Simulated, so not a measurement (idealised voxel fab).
You're looking at the process module voxel capacitor over wiring.
It is cross-section cut that appears here, measuring 215 nm in width, its square cells being 5 nm in size.
Heads up, the way a cross-section reads in here is a grid of square cells, handed over as bands from the top down, with every band being one or more rows of cells. Top, bottom (nm), then materials left to right with widths (nm); lone material tagged "all across" fills the whole band edge to edge; "air" = empty space. All heights in this document are referenced to 0, defined as the level beneath which the wafer, as received, consists entirely of one material. The lowest band is not bounded below; it extends indefinitely downward and is written in the form "0 down". The two numbers in a width such as "30 to 40" mark its ends across the band: the first belongs to the top row of cells, the second to the bottom row, and from each row to the next the width moves by the same amount. Basically "no modifications" means that step didn't change any cell in the cross-section. Reported under the label "Enclosed internal voids" are the empty spaces having no open way to the top and comprising 8 cells or more; the notation for each is width x height at distance, in which the distance is measured from the left edge and all three values are in nm. Note: text after step settings on the step line = simulator remark on that step. Among the settings permitted on a step's line is "overlay nm"; applied to a step with a mask, it specifies the extent to which the mask lay to the right of its planned position, whereas a negative figure signifies a position to the left. The remainder of this document consists of a sequence of paired cross-sections. Each pair presents the cross-section prior to one process step together with the cross-section following it, the latter being rendered only as deep as the lowest band that underwent change. The intervening step, together with its settings, is stated beneath each pair. Because the pairs may originate from different runs of this module on the same starting wafer, a given pair is to be read as continuing from the preceding pair only where its entry headed "Pre-step geometry" so indicates.
## Pre-step geometry
    85 to 80 | HfO2 all across
    80 to 70 | TiN all across
    70 to 55 | 65 of lowk; 15 of Ru; 135 of lowk
    55 to 50 | 65 of SiCN; 15 of Ru; 135 of SiCN
    50 to 45 | 50 of SiCN; 35 of Ru; 45 of SiCN; 35 of Ru; 50 of SiCN
    45 to 20 | 55 of SiO2; 5 of TiN; 15 of W; 5 of TiN; 55 of SiO2; 5 of TiN; 15 of W; 5 of TiN; 55 of SiO2
    20 to 15 | 55 of SiN; 25 of TiN; 55 of SiN; 25 of TiN; 55 of SiN
    15 to 0 | SiO2 all across
    0 down | Si all across
    Enclosed internal voids: none
## Post-Step Appearance
    105 to 85 | 65 of air; 60 of resist; 90 of air
    Everything below 85 is unchanged.
    Enclosed internal voids: none
So what happens between those two cross-sections up there? PATTERN, tone cover, mask id UPPER_PLATE, material resist, width nm 60, thk nm 20, overlay nm 0
Pre-step geometry: The cross-section prior to this step is the one presented after the step of the pair immediately above.
## Post-Step Appearance
    105 to 85 | 65 of air; 60 of resist; 90 of air
    85 to 80 | 65 of air; 60 of HfO2; 90 of air
    Everything below 80 is unchanged.
    Enclosed internal voids: none
So what happens between those two cross-sections up there? DIRECTIONAL_ETCH, etch materials HfO2, depth nm 5
Pre-step geometry: The cross-section prior to this step is the one presented after the step of the pair immediately above.
## Post-Step Appearance
    85 to 80 | 65 of air; 60 of HfO2; 90 of air
    Everything below 80 is unchanged.
    Enclosed internal voids: none
So what happens between those two cross-sections up there? STRIP, etch materials resist
Pre-step geometry: The cross-section prior to this step is the one presented after the step of the pair immediately above.
## Post-Step Appearance
    105 to 85 | 60 of air; 70 of resist; 85 of air
    85 to 80 | 60 of air; 5 of resist; 60 of HfO2; 5 of resist; 85 of air
    Everything below 80 is unchanged.
    Enclosed internal voids: none
So what happens between those two cross-sections up there? PATTERN, tone cover, mask id LOWER_PLATE, material resist, width nm 70, thk nm 20, overlay nm 0
Pre-step geometry: The cross-section prior to this step is the one presented after the step of the pair immediately above.
## Post-Step Appearance
    105 to 85 | 60 of air; 70 of resist; 85 of air
    85 to 80 | 60 of air; 5 of resist; 60 of HfO2; 5 of resist; 85 of air
    80 to 75 | 60 of air; 70 of TiN; 85 of air
    Everything below 75 is unchanged.
    Enclosed internal voids: none
So what happens between those two cross-sections up there? DIRECTIONAL_ETCH, etch materials TiN, depth nm 5
Pre-step geometry: The cross-section prior to this step is the one presented after the step of the pair immediately above.
## Post-Step Appearance
    85 to 80 | 65 of air; 60 of HfO2; 90 of air
    Everything below 80 is unchanged.
    Enclosed internal voids: none
So what happens between those two cross-sections up there? STRIP, etch materials resist
Pre-step geometry: The cross-section prior to this step is the one presented after the step of the pair immediately above.
## Post-Step Appearance
    105 to 85 | SiO2 all across
    85 to 80 | 65 of SiO2; 60 of HfO2; 90 of SiO2
    80 to 75 | 60 of SiO2; 70 of TiN; 85 of SiO2
    Everything below 75 is unchanged.
    Enclosed internal voids: none
So what happens between those two cross-sections up there? FILL_DEP, material SiO2, thk nm 20
Pre-step geometry: The cross-section prior to this step is the one presented after the step of the pair immediately above.
## Post-Step Appearance
    100 to 85 | SiO2 all across
    Everything below 85 is unchanged.
    Enclosed internal voids: none
So what happens between those two cross-sections up there? CMP, height nm 100
Pre-step geometry: The cross-section prior to this step is the one presented after the step of the pair immediately above.
## Post-Step Appearance
    100 to 85 | 75 of SiO2; 15 of air; 125 of SiO2
    Everything below 85 is unchanged.
    Enclosed internal voids: none
So what happens between those two cross-sections up there? MASKED_ETCH, tone open, mask id PLUG_2, width nm 15, etch materials SiO2, depth nm 15, overlay nm 0
Pre-step geometry: The cross-section prior to this step is the one presented after the step of the pair immediately above.
## Post-Step Appearance
    105 to 100 | 80 of TiN; 5 of air; 130 of TiN
    100 to 90 | 75 of SiO2; 5 of TiN; 5 of air; 5 of TiN; 125 of SiO2
    90 to 85 | 75 of SiO2; 15 of TiN; 125 of SiO2
    Everything below 85 is unchanged.
    Enclosed internal voids: none
So what happens between those two cross-sections up there? CONFORMAL_DEP, material TiN, thk nm 5
Pre-step geometry: The cross-section prior to this step is the one presented after the step of the pair immediately above.
## Post-Step Appearance
    115 to 105 | Ru all across
    105 to 100 | 80 of TiN; 5 of Ru; 130 of TiN
    100 to 90 | 75 of SiO2; 5 of TiN; 5 of Ru; 5 of TiN; 125 of SiO2
    Everything below 90 is unchanged.
    Enclosed internal voids: none
So what happens between those two cross-sections up there? FILL_DEP, material Ru, thk nm 10
Pre-step geometry: The cross-section prior to this step is the one presented after the step of the pair immediately above.
## Post-Step Appearance
    100 to 90 | 75 of SiO2; 5 of TiN; 5 of Ru; 5 of TiN; 125 of SiO2
    Everything below 90 is unchanged.
    Enclosed internal voids: none
So what happens between those two cross-sections up there? CMP, height nm 100
Pre-step geometry: The cross-section prior to this step is the one presented after the step of the pair immediately above.
## Post-Step Appearance
    105 to 100 | SiCN all across
    Everything below 100 is unchanged.
    Enclosed internal voids: none
So what happens between those two cross-sections up there? CONFORMAL_DEP, material SiCN, thk nm 5
## Pre-step geometry
    60 to 50 | W all across
    50 to 45 | 60 of TiN; 15 of W; 65 of TiN; 15 of W; 60 of TiN
    45 to 20 | 55 of SiO2; 5 of TiN; 15 of W; 5 of TiN; 55 of SiO2; 5 of TiN; 15 of W; 5 of TiN; 55 of SiO2
    20 to 15 | 55 of SiN; 25 of TiN; 55 of SiN; 25 of TiN; 55 of SiN
    15 to 0 | SiO2 all across
    0 down | Si all across
    Enclosed internal voids: none
## Post-Step Appearance
    40 to 20 | 55 of SiO2; 5 of TiN; 15 of W; 5 of TiN; 55 of SiO2; 5 of TiN; 15 of W; 5 of TiN; 55 of SiO2
    Everything below 20 is unchanged.
    Enclosed internal voids: none
So what happens between those two cross-sections up there? CMP, height nm 40
Pre-step geometry: The cross-section prior to this step is the one presented after the step of the pair immediately above.
## Post-Step Appearance
    45 to 40 | 50 of air; 35 of Ru; 45 of air; 35 of Ru; 50 of air
    Everything below 40 is unchanged.
    Enclosed internal voids: none
So what happens between those two cross-sections up there? EPI, material Ru, thk nm 5
Pre-step geometry: The cross-section prior to this step is the one presented after the step of the pair immediately above.
## Post-Step Appearance
    50 to 45 | SiCN all across
    45 to 40 | 50 of SiCN; 35 of Ru; 45 of SiCN; 35 of Ru; 50 of SiCN
    Everything below 40 is unchanged.
    Enclosed internal voids: none
So what happens between those two cross-sections up there? FILL_DEP, material SiCN, thk nm 5
Pre-step geometry: The cross-section prior to this step is the one presented after the step of the pair immediately above.
## Post-Step Appearance
    65 to 50 | lowk all across
    Everything below 50 is unchanged.
    Enclosed internal voids: none
So what happens between those two cross-sections up there? DIRECTIONAL_DEP, material lowk, thk nm 15
Pre-step geometry: The cross-section prior to this step is the one presented after the step of the pair immediately above.
## Post-Step Appearance
    80 to 65 | 65 of resist; 15 of air; 135 of resist
    Everything below 65 is unchanged.
    Enclosed internal voids: none
So what happens between those two cross-sections up there? PATTERN, tone open, mask id PLUG_1, material resist, width nm 15, thk nm 15, overlay nm 0
Pre-step geometry: The cross-section prior to this step is the one presented after the step of the pair immediately above.
## Post-Step Appearance
    80 to 65 | 65 of resist; 15 of air; 135 of resist
    65 to 50 | 65 of lowk; 15 of air; 135 of lowk
    Everything below 50 is unchanged.
    Enclosed internal voids: none
So what happens between those two cross-sections up there? DIRECTIONAL_ETCH, etch materials lowk, depth nm 15
Pre-step geometry: The cross-section prior to this step is the one presented after the step of the pair immediately above.
## Post-Step Appearance
    80 to 65 | 65 of resist; 15 of air; 135 of resist
    65 to 50 | 65 of lowk; 15 of air; 135 of lowk
    50 to 45 | 65 of SiCN; 15 of air; 135 of SiCN
    Everything below 45 is unchanged.
    Enclosed internal voids: none
So what happens between those two cross-sections up there? DIRECTIONAL_ETCH, etch materials SiCN, depth nm 5
Pre-step geometry: The cross-section prior to this step is the one presented after the step of the pair immediately above.
## Post-Step Appearance
    65 to 50 | 65 of lowk; 15 of air; 135 of lowk
    Everything below 50 is unchanged.
    Enclosed internal voids: none
So what happens between those two cross-sections up there? STRIP, etch materials resist
Pre-step geometry: The cross-section prior to this step is the one presented after the step of the pair immediately above.
## Post-Step Appearance
    65 to 55 | 65 of lowk; 15 of air; 135 of lowk
    55 to 50 | 65 of lowk; 15 of Ru; 135 of lowk
    50 to 45 | 65 of SiCN; 15 of Ru; 135 of SiCN
    Everything below 45 is unchanged.
    Enclosed internal voids: none
So what happens between those two cross-sections up there? EPI, material Ru, thk nm 10
Pre-step geometry: The cross-section prior to this step is the one presented after the step of the pair immediately above.
## Post-Step Appearance
    65 to 50 | 65 of lowk; 15 of Ru; 135 of lowk
    Everything below 50 is unchanged.
    Enclosed internal voids: none
So what happens between those two cross-sections up there? EPI, material Ru, thk nm 10
Pre-step geometry: The cross-section prior to this step is the one presented after the step of the pair immediately above.
## Post-Step Appearance
    70 to 65 | TiN all across
    Everything below 65 is unchanged.
    Enclosed internal voids: none
So what happens between those two cross-sections up there? DIRECTIONAL_DEP, material TiN, thk nm 5
Pre-step geometry: The cross-section prior to this step is the one presented after the step of the pair immediately above.
## Post-Step Appearance
    75 to 70 | HfO2 all across
    Everything below 70 is unchanged.
    Enclosed internal voids: none
So what happens between those two cross-sections up there? DIRECTIONAL_DEP, material HfO2, thk nm 5
Pre-step geometry: The cross-section prior to this step is the one presented after the step of the pair immediately above.
## Post-Step Appearance
    80 to 75 | TiN all across
    Everything below 75 is unchanged.
    Enclosed internal voids: none
So what happens between those two cross-sections up there? DIRECTIONAL_DEP, material TiN, thk nm 5
Pre-step geometry: The cross-section prior to this step is the one presented after the step of the pair immediately above.
## Post-Step Appearance
    100 to 80 | 65 of air; 60 of resist; 90 of air
    Everything below 80 is unchanged.
    Enclosed internal voids: none
So what happens between those two cross-sections up there? PATTERN, tone cover, mask id UPPER_PLATE, material resist, width nm 60, thk nm 20, overlay nm 0
Pre-step geometry: The cross-section prior to this step is the one presented after the step of the pair immediately above.
## Post-Step Appearance
    100 to 80 | 65 of air; 60 of resist; 90 of air
    80 to 75 | 65 of air; 60 of TiN; 90 of air
    Everything below 75 is unchanged.
    Enclosed internal voids: none
So what happens between those two cross-sections up there? DIRECTIONAL_ETCH, etch materials TiN, depth nm 5
Pre-step geometry: The cross-section prior to this step is the one presented after the step of the pair immediately above.
## Post-Step Appearance
    100 to 80 | 65 of air; 60 of resist; 90 of air
    80 to 75 | 65 of air; 60 of TiN; 90 of air
    75 to 70 | 65 of air; 60 of HfO2; 90 of air
    Everything below 70 is unchanged.
    Enclosed internal voids: none
So what happens between those two cross-sections up there? DIRECTIONAL_ETCH, etch materials HfO2, depth nm 5
Pre-step geometry: The cross-section prior to this step is the one presented after the step of the pair immediately above.
## Post-Step Appearance
    80 to 75 | 65 of air; 60 of TiN; 90 of air
    Everything below 75 is unchanged.
    Enclosed internal voids: none
So what happens between those two cross-sections up there? STRIP, etch materials resist
Pre-step geometry: The cross-section prior to this step is the one presented after the step of the pair immediately above.
## Post-Step Appearance
    100 to 80 | 60 of air; 70 of resist; 85 of air
    80 to 75 | 60 of air; 5 of resist; 60 of TiN; 5 of resist; 85 of air
    75 to 70 | 60 of air; 5 of resist; 60 of HfO2; 5 of resist; 85 of air
    Everything below 70 is unchanged.
    Enclosed internal voids: none
So what happens between those two cross-sections up there? PATTERN, tone cover, mask id LOWER_PLATE, material resist, width nm 70, thk nm 20, overlay nm 0
Pre-step geometry: The cross-section prior to this step is the one presented after the step of the pair immediately above.
## Post-Step Appearance
    100 to 80 | 60 of air; 70 of resist; 85 of air
    80 to 75 | 60 of air; 5 of resist; 60 of TiN; 5 of resist; 85 of air
    75 to 70 | 60 of air; 5 of resist; 60 of HfO2; 5 of resist; 85 of air
    70 to 65 | 60 of air; 70 of TiN; 85 of air
    Everything below 65 is unchanged.
    Enclosed internal voids: none
So what happens between those two cross-sections up there? DIRECTIONAL_ETCH, etch materials TiN, depth nm 5
Pre-step geometry: The cross-section prior to this step is the one presented after the step of the pair immediately above.
## Post-Step Appearance
    80 to 75 | 65 of air; 60 of TiN; 90 of air
    75 to 70 | 65 of air; 60 of HfO2; 90 of air
    Everything below 70 is unchanged.
    Enclosed internal voids: none
So what happens between those two cross-sections up there? STRIP, etch materials resist
Pre-step geometry: The cross-section prior to this step is the one presented after the step of the pair immediately above.
## Post-Step Appearance
    100 to 80 | SiO2 all across
    80 to 75 | 65 of SiO2; 60 of TiN; 90 of SiO2
    75 to 70 | 65 of SiO2; 60 of HfO2; 90 of SiO2
    70 to 65 | 60 of SiO2; 70 of TiN; 85 of SiO2
    Everything below 65 is unchanged.
    Enclosed internal voids: none
So what happens between those two cross-sections up there? FILL_DEP, material SiO2, thk nm 20
Pre-step geometry: The cross-section prior to this step is the one presented after the step of the pair immediately above.
## Post-Step Appearance
    100 to 85 | 75 of SiO2; 15 of air; 125 of SiO2
    Everything below 85 is unchanged.
    Enclosed internal voids: none
So what happens between those two cross-sections up there? MASKED_ETCH, tone open, mask id PLUG_2, width nm 15, etch materials SiO2, depth nm 15, overlay nm 0
Pre-step geometry: The cross-section prior to this step is the one presented after the step of the pair immediately above.
## Post-Step Appearance
    105 to 100 | 80 of TiN; 5 of air; 130 of TiN
    100 to 90 | 75 of SiO2; 5 of TiN; 5 of air; 5 of TiN; 125 of SiO2
    90 to 85 | 75 of SiO2; 15 of TiN; 125 of SiO2
    Everything below 85 is unchanged.
    Enclosed internal voids: none
So what happens between those two cross-sections up there? CONFORMAL_DEP, material TiN, thk nm 5
Pre-step geometry: The cross-section prior to this step is the one presented after the step of the pair immediately above.
## Post-Step Appearance
    115 to 105 | Ru all across
    105 to 100 | 80 of TiN; 5 of Ru; 130 of TiN
    100 to 90 | 75 of SiO2; 5 of TiN; 5 of Ru; 5 of TiN; 125 of SiO2
    Everything below 90 is unchanged.
    Enclosed internal voids: none
So what happens between those two cross-sections up there? FILL_DEP, material Ru, thk nm 10
Pre-step geometry: The cross-section prior to this step is the one presented after the step of the pair immediately above.
## Post-Step Appearance
    100 to 90 | 75 of SiO2; 5 of TiN; 5 of Ru; 5 of TiN; 125 of SiO2
    Everything below 90 is unchanged.
    Enclosed internal voids: none
So what happens between those two cross-sections up there? CMP, height nm 100
Pre-step geometry: The cross-section prior to this step is the one presented after the step of the pair immediately above.
## Post-Step Appearance
    105 to 100 | SiCN all across
    Everything below 100 is unchanged.
    Enclosed internal voids: none
So what happens between those two cross-sections up there? CONFORMAL_DEP, material SiCN, thk nm 5
## Pre-step geometry
    85 to 80 | 65 of air; 60 of TiN; 90 of air
    80 to 75 | 65 of air; 60 of HfO2; 90 of air
    75 to 70 | TiN all across
    70 to 55 | 65 of lowk; 15 of Ru; 135 of lowk
    55 to 50 | 65 of SiCN; 15 of Ru; 135 of SiCN
    50 to 45 | 50 of SiCN; 35 of Ru; 45 of SiCN; 35 of Ru; 50 of SiCN
    45 to 20 | 55 of SiO2; 5 of TiN; 15 of W; 5 of TiN; 55 of SiO2; 5 of TiN; 15 of W; 5 of TiN; 55 of SiO2
    20 to 15 | 55 of SiN; 25 of TiN; 55 of SiN; 25 of TiN; 55 of SiN
    15 to 0 | SiO2 all across
    0 down | Si all across
    Enclosed internal voids: none
## Post-Step Appearance
    105 to 85 | 55 of air; 80 of resist; 80 of air
    85 to 80 | 55 of air; 10 of resist; 60 of TiN; 10 of resist; 80 of air
    80 to 75 | 55 of air; 10 of resist; 60 of HfO2; 10 of resist; 80 of air
    Everything below 75 is unchanged.
    Enclosed internal voids: none
So what happens between those two cross-sections up there? PATTERN, tone cover, mask id LOWER_PLATE, material resist, width nm 80, thk nm 20, overlay nm 0
Pre-step geometry: The cross-section prior to this step is the one presented after the step of the pair immediately above.
## Post-Step Appearance
    105 to 85 | 55 of air; 80 of resist; 80 of air
    85 to 80 | 55 of air; 10 of resist; 60 of TiN; 10 of resist; 80 of air
    80 to 75 | 55 of air; 10 of resist; 60 of HfO2; 10 of resist; 80 of air
    75 to 70 | 55 of air; 80 of TiN; 80 of air
    Everything below 70 is unchanged.
    Enclosed internal voids: none
So what happens between those two cross-sections up there? DIRECTIONAL_ETCH, etch materials TiN, depth nm 5
Pre-step geometry: The cross-section prior to this step is the one presented after the step of the pair immediately above.
## Post-Step Appearance
    85 to 80 | 65 of air; 60 of TiN; 90 of air
    80 to 75 | 65 of air; 60 of HfO2; 90 of air
    Everything below 75 is unchanged.
    Enclosed internal voids: none
So what happens between those two cross-sections up there? STRIP, etch materials resist
Pre-step geometry: The cross-section prior to this step is the one presented after the step of the pair immediately above.
## Post-Step Appearance
    105 to 85 | SiO2 all across
    85 to 80 | 65 of SiO2; 60 of TiN; 90 of SiO2
    80 to 75 | 65 of SiO2; 60 of HfO2; 90 of SiO2
    75 to 70 | 55 of SiO2; 80 of TiN; 80 of SiO2
    Everything below 70 is unchanged.
    Enclosed internal voids: none
So what happens between those two cross-sections up there? FILL_DEP, material SiO2, thk nm 20
Pre-step geometry: The cross-section prior to this step is the one presented after the step of the pair immediately above.
## Post-Step Appearance
    100 to 85 | SiO2 all across
    Everything below 85 is unchanged.
    Enclosed internal voids: none
So what happens between those two cross-sections up there? CMP, height nm 100
Pre-step geometry: The cross-section prior to this step is the one presented after the step of the pair immediately above.
## Post-Step Appearance
    100 to 85 | 75 of SiO2; 15 of air; 125 of SiO2
    Everything below 85 is unchanged.
    Enclosed internal voids: none
So what happens between those two cross-sections up there? MASKED_ETCH, tone open, mask id PLUG_2, width nm 15, etch materials SiO2, depth nm 15, overlay nm 0
Pre-step geometry: The cross-section prior to this step is the one presented after the step of the pair immediately above.
## Post-Step Appearance
    105 to 100 | 80 of TiN; 5 of air; 130 of TiN
    100 to 90 | 75 of SiO2; 5 of TiN; 5 of air; 5 of TiN; 125 of SiO2
    90 to 80 | 75 to 65 of SiO2; 15 to 60 of TiN; 125 to 90 of SiO2
    Everything below 80 is unchanged.
    Enclosed internal voids: none
So what happens between those two cross-sections up there? CONFORMAL_DEP, material TiN, thk nm 5
Pre-step geometry: The cross-section prior to this step is the one presented after the step of the pair immediately above.
## Post-Step Appearance
    115 to 105 | Ru all across
    105 to 100 | 80 of TiN; 5 of Ru; 130 of TiN
    100 to 90 | 75 of SiO2; 5 of TiN; 5 of Ru; 5 of TiN; 125 of SiO2
    Everything below 90 is unchanged.
    Enclosed internal voids: none
So what happens between those two cross-sections up there? FILL_DEP, material Ru, thk nm 10
Pre-step geometry: The cross-section prior to this step is the one presented after the step of the pair immediately above.
## Post-Step Appearance
    100 to 90 | 75 of SiO2; 5 of TiN; 5 of Ru; 5 of TiN; 125 of SiO2
    Everything below 90 is unchanged.
    Enclosed internal voids: none
So what happens between those two cross-sections up there? CMP, height nm 100
Pre-step geometry: The cross-section prior to this step is the one presented after the step of the pair immediately above.
## Post-Step Appearance
    105 to 100 | SiCN all across
    Everything below 100 is unchanged.
    Enclosed internal voids: none
So what happens between those two cross-sections up there? CONFORMAL_DEP, material SiCN, thk nm 5
## Pre-step geometry
    100 to 85 | SiO2 all across
    85 to 80 | 65 of SiO2; 60 of TiN; 90 of SiO2
    80 to 75 | 65 of SiO2; 60 of HfO2; 90 of SiO2
    75 to 70 | 60 of SiO2; 70 of TiN; 85 of SiO2
    70 to 55 | 65 of lowk; 15 of Ru; 135 of lowk
    55 to 50 | 65 of SiCN; 15 of Ru; 135 of SiCN
    50 to 45 | 50 of SiCN; 35 of Ru; 45 of SiCN; 35 of Ru; 50 of SiCN
    45 to 20 | 55 of SiO2; 5 of TiN; 15 of W; 5 of TiN; 55 of SiO2; 5 of TiN; 15 of W; 5 of TiN; 55 of SiO2
    20 to 15 | 55 of SiN; 25 of TiN; 55 of SiN; 25 of TiN; 55 of SiN
    15 to 0 | SiO2 all across
    0 down | Si all across
    Enclosed internal voids: none
## Post-Step Appearance
    100 to 85 | 80 of SiO2; 15 of air; 120 of SiO2
    Everything below 85 is unchanged.
    Enclosed internal voids: none
So what happens between those two cross-sections up there? MASKED_ETCH, tone open, mask id PLUG_2, width nm 15, etch materials SiO2, depth nm 15, overlay nm 5
Pre-step geometry: The cross-section prior to this step is the one presented after the step of the pair immediately above.
## Post-Step Appearance
    105 to 100 | 85 of TiN; 5 of air; 125 of TiN
    100 to 90 | 80 of SiO2; 5 of TiN; 5 of air; 5 of TiN; 120 of SiO2
    90 to 80 | 80 to 65 of SiO2; 15 to 60 of TiN; 120 to 90 of SiO2
    Everything below 80 is unchanged.
    Enclosed internal voids: none
So what happens between those two cross-sections up there? CONFORMAL_DEP, material TiN, thk nm 5
Pre-step geometry: The cross-section prior to this step is the one presented after the step of the pair immediately above.
## Post-Step Appearance
    115 to 105 | Ru all across
    105 to 100 | 85 of TiN; 5 of Ru; 125 of TiN
    100 to 90 | 80 of SiO2; 5 of TiN; 5 of Ru; 5 of TiN; 120 of SiO2
    Everything below 90 is unchanged.
    Enclosed internal voids: none
So what happens between those two cross-sections up there? FILL_DEP, material Ru, thk nm 10
Pre-step geometry: The cross-section prior to this step is the one presented after the step of the pair immediately above.
## Post-Step Appearance
    100 to 90 | 80 of SiO2; 5 of TiN; 5 of Ru; 5 of TiN; 120 of SiO2
    Everything below 90 is unchanged.
    Enclosed internal voids: none
So what happens between those two cross-sections up there? CMP, height nm 100
Pre-step geometry: The cross-section prior to this step is the one presented after the step of the pair immediately above.
## Post-Step Appearance
    105 to 100 | SiCN all across
    Everything below 100 is unchanged.
    Enclosed internal voids: none
So what happens between those two cross-sections up there? CONFORMAL_DEP, material SiCN, thk nm 5
## Pre-step geometry
    70 to 55 | 65 of lowk; 15 of Ru; 135 of lowk
    55 to 50 | 65 of SiCN; 15 of Ru; 135 of SiCN
    50 to 45 | 50 of SiCN; 35 of Ru; 45 of SiCN; 35 of Ru; 50 of SiCN
    45 to 20 | 55 of SiO2; 5 of TiN; 15 of W; 5 of TiN; 55 of SiO2; 5 of TiN; 15 of W; 5 of TiN; 55 of SiO2
    20 to 15 | 55 of SiN; 25 of TiN; 55 of SiN; 25 of TiN; 55 of SiN
    15 to 0 | SiO2 all across
    0 down | Si all across
    Enclosed internal voids: none
## Post-Step Appearance
    75 to 70 | Ru all across
    Everything below 70 is unchanged.
    Enclosed internal voids: none
So what happens between those two cross-sections up there? DIRECTIONAL_DEP, material Ru, thk nm 5
Pre-step geometry: The cross-section prior to this step is the one presented after the step of the pair immediately above.
## Post-Step Appearance
    80 to 75 | HfO2 all across
    Everything below 75 is unchanged.
    Enclosed internal voids: none
So what happens between those two cross-sections up there? DIRECTIONAL_DEP, material HfO2, thk nm 5
Pre-step geometry: The cross-section prior to this step is the one presented after the step of the pair immediately above.
## Post-Step Appearance
    85 to 80 | TiN all across
    Everything below 80 is unchanged.
    Enclosed internal voids: none
So what happens between those two cross-sections up there? DIRECTIONAL_DEP, material TiN, thk nm 5
Pre-step geometry: The cross-section prior to this step is the one presented after the step of the pair immediately above.
## Post-Step Appearance
    105 to 85 | 65 of air; 60 of resist; 90 of air
    Everything below 85 is unchanged.
    Enclosed internal voids: none
So what happens between those two cross-sections up there? PATTERN, tone cover, mask id UPPER_PLATE, material resist, width nm 60, thk nm 20, overlay nm 0
Pre-step geometry: The cross-section prior to this step is the one presented after the step of the pair immediately above.
## Post-Step Appearance
    105 to 85 | 65 of air; 60 of resist; 90 of air
    85 to 80 | 65 of air; 60 of TiN; 90 of air
    Everything below 80 is unchanged.
    Enclosed internal voids: none
So what happens between those two cross-sections up there? DIRECTIONAL_ETCH, etch materials TiN, depth nm 5
Pre-step geometry: The cross-section prior to this step is the one presented after the step of the pair immediately above.
## Post-Step Appearance
    105 to 85 | 65 of air; 60 of resist; 90 of air
    85 to 80 | 65 of air; 60 of TiN; 90 of air
    80 to 75 | 65 of air; 60 of HfO2; 90 of air
    Everything below 75 is unchanged.
    Enclosed internal voids: none
So what happens between those two cross-sections up there? DIRECTIONAL_ETCH, etch materials HfO2, depth nm 5
Pre-step geometry: The cross-section prior to this step is the one presented after the step of the pair immediately above.
## Post-Step Appearance
    85 to 80 | 65 of air; 60 of TiN; 90 of air
    Everything below 80 is unchanged.
    Enclosed internal voids: none
So what happens between those two cross-sections up there? STRIP, etch materials resist
Pre-step geometry: The cross-section prior to this step is the one presented after the step of the pair immediately above.
## Post-Step Appearance
    105 to 85 | 60 of air; 70 of resist; 85 of air
    85 to 80 | 60 of air; 5 of resist; 60 of TiN; 5 of resist; 85 of air
    80 to 75 | 60 of air; 5 of resist; 60 of HfO2; 5 of resist; 85 of air
    Everything below 75 is unchanged.
    Enclosed internal voids: none
So what happens between those two cross-sections up there? PATTERN, tone cover, mask id LOWER_PLATE, material resist, width nm 70, thk nm 20, overlay nm 0
Pre-step geometry: The cross-section prior to this step is the one presented after the step of the pair immediately above.
## Post-Step Appearance
    85 to 80 | 65 of air; 60 of TiN; 90 of air
    80 to 75 | 65 of air; 60 of HfO2; 90 of air
    Everything below 75 is unchanged.
    Enclosed internal voids: none
So what happens between those two cross-sections up there? STRIP, etch materials resist
Pre-step geometry: The cross-section prior to this step is the one presented after the step of the pair immediately above.
## Post-Step Appearance
    105 to 85 | SiO2 all across
    85 to 80 | 65 of SiO2; 60 of TiN; 90 of SiO2
    80 to 75 | 65 of SiO2; 60 of HfO2; 90 of SiO2
    Everything below 75 is unchanged.
    Enclosed internal voids: none
So what happens between those two cross-sections up there? FILL_DEP, material SiO2, thk nm 20
Pre-step geometry: The cross-section prior to this step is the one presented after the step of the pair immediately above.
## Post-Step Appearance
    100 to 85 | SiO2 all across
    Everything below 85 is unchanged.
    Enclosed internal voids: none
So what happens between those two cross-sections up there? CMP, height nm 100
Pre-step geometry: The cross-section prior to this step is the one presented after the step of the pair immediately above.
## Post-Step Appearance
    100 to 85 | 75 of SiO2; 15 of air; 125 of SiO2
    Everything below 85 is unchanged.
    Enclosed internal voids: none
So what happens between those two cross-sections up there? MASKED_ETCH, tone open, mask id PLUG_2, width nm 15, etch materials SiO2, depth nm 15, overlay nm 0
Pre-step geometry: The cross-section prior to this step is the one presented after the step of the pair immediately above.
## Post-Step Appearance
    105 to 100 | 80 of TiN; 5 of air; 130 of TiN
    100 to 90 | 75 of SiO2; 5 of TiN; 5 of air; 5 of TiN; 125 of SiO2
    90 to 80 | 75 to 65 of SiO2; 15 to 60 of TiN; 125 to 90 of SiO2
    Everything below 80 is unchanged.
    Enclosed internal voids: none
So what happens between those two cross-sections up there? CONFORMAL_DEP, material TiN, thk nm 5
Pre-step geometry: The cross-section prior to this step is the one presented after the step of the pair immediately above.
## Post-Step Appearance
    115 to 105 | Ru all across
    105 to 100 | 80 of TiN; 5 of Ru; 130 of TiN
    100 to 90 | 75 of SiO2; 5 of TiN; 5 of Ru; 5 of TiN; 125 of SiO2
    Everything below 90 is unchanged.
    Enclosed internal voids: none
So what happens between those two cross-sections up there? FILL_DEP, material Ru, thk nm 10
Pre-step geometry: The cross-section prior to this step is the one presented after the step of the pair immediately above.
## Post-Step Appearance
    100 to 90 | 75 of SiO2; 5 of TiN; 5 of Ru; 5 of TiN; 125 of SiO2
    Everything below 90 is unchanged.
    Enclosed internal voids: none
So what happens between those two cross-sections up there? CMP, height nm 100
Pre-step geometry: The cross-section prior to this step is the one presented after the step of the pair immediately above.
## Post-Step Appearance
    105 to 100 | SiCN all across
    Everything below 100 is unchanged.
    Enclosed internal voids: none
So what happens between those two cross-sections up there? CONFORMAL_DEP, material SiCN, thk nm 5
## Pre-step geometry
    85 to 80 | TiN all across
    80 to 75 | HfO2 all across
    75 to 70 | TiN all across
    70 to 55 | 65 of lowk; 15 of Ru; 135 of lowk
    55 to 50 | 65 of SiCN; 15 of Ru; 135 of SiCN
    50 to 45 | 50 of SiCN; 35 of Ru; 45 of SiCN; 35 of Ru; 50 of SiCN
    45 to 20 | 55 of SiO2; 5 of TiN; 15 of W; 5 of TiN; 55 of SiO2; 5 of TiN; 15 of W; 5 of TiN; 55 of SiO2
    20 to 15 | 55 of SiN; 25 of TiN; 55 of SiN; 25 of TiN; 55 of SiN
    15 to 0 | SiO2 all across
    0 down | Si all across
    Enclosed internal voids: none
## Post-Step Appearance
    105 to 85 | 65 of resist; 60 of air; 90 of resist
    Everything below 85 is unchanged.
    Enclosed internal voids: none
So what happens between those two cross-sections up there? PATTERN, tone open, mask id UPPER_PLATE, material resist, width nm 60, thk nm 20, overlay nm 0
Pre-step geometry: The cross-section prior to this step is the one presented after the step of the pair immediately above.
## Post-Step Appearance
    105 to 85 | 65 of resist; 60 of air; 90 of resist
    85 to 80 | 65 of TiN; 60 of air; 90 of TiN
    Everything below 80 is unchanged.
    Enclosed internal voids: none
So what happens between those two cross-sections up there? DIRECTIONAL_ETCH, etch materials TiN, depth nm 5
Pre-step geometry: The cross-section prior to this step is the one presented after the step of the pair immediately above.
## Post-Step Appearance
    105 to 85 | 65 of resist; 60 of air; 90 of resist
    85 to 80 | 65 of TiN; 60 of air; 90 of TiN
    80 to 75 | 65 of HfO2; 60 of air; 90 of HfO2
    Everything below 75 is unchanged.
    Enclosed internal voids: none
So what happens between those two cross-sections up there? DIRECTIONAL_ETCH, etch materials HfO2, depth nm 5
